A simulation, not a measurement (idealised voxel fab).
process module | voxel lift off
cross-section cut | 240 nm wide | cells 5 nm
A cross-section is a grid of square cells, given in bands from the top down. A band is one or more rows of cells.
Each band's line starts with the height of the band's top and of its bottom, in nm. Then come its materials from left to right, each with its width in nm. One material with "throughout" fills the band from edge to edge. "air" is empty space.
Height 0 is the level under which the wafer as received is all one material. The lowest band goes on downwards, as in "0 down".
A width such as "30 to 40" changes by the same amount from each row of cells to the next, from the band's top row to its bottom row.
"no change" after a step means that no cell of the cross-section changed.
closed voids: empty space of 8 cells or more with no open way to the top, each as width x height at its distance from the left edge, in nm
after a step's settings: what the simulator itself notes on the step
overlay nm, on a step with a mask: how far to the right of its planned place the mask lay; to the left if negative
plan
1 op RECEIVE | material Si
2 op CONFORMAL_DEP | material Al2O3 | thk nm 5
3 op PATTERN | tone open | mask id LINES | material resist | width nm 25 | pitch nm 55 | thk nm 20 | overlay nm 0
4 op DIRECTIONAL_DEP | material Ru | thk nm 5
5 op STRIP | etch materials resist
6 op CONFORMAL_DEP | material SiN | thk nm 10
as received, after step 1
  0 down: Si throughout
  closed voids: none
first wafer at the end, as planned
  20 to 15: air 70 | SiN 45 | air 10 | SiN 45 | air 70
  15 to 10: SiN throughout
  10 to 5: SiN 80 | Ru 25 | SiN 30 | Ru 25 | SiN 80
  5 to 0: Al2O3 throughout
  0 down: Si throughout
  closed voids: none
second wafer at the end: like start, like plan, one mistake
  10 to 5: air 80 | Ru 25 | air 30 | Ru 25 | air 80
  5 to 0: Al2O3 throughout
  0 down: Si throughout
  closed voids: none
what went wrong: step 6 was left out
at the end the second wafer has, in cells: 104 fewer of SiN
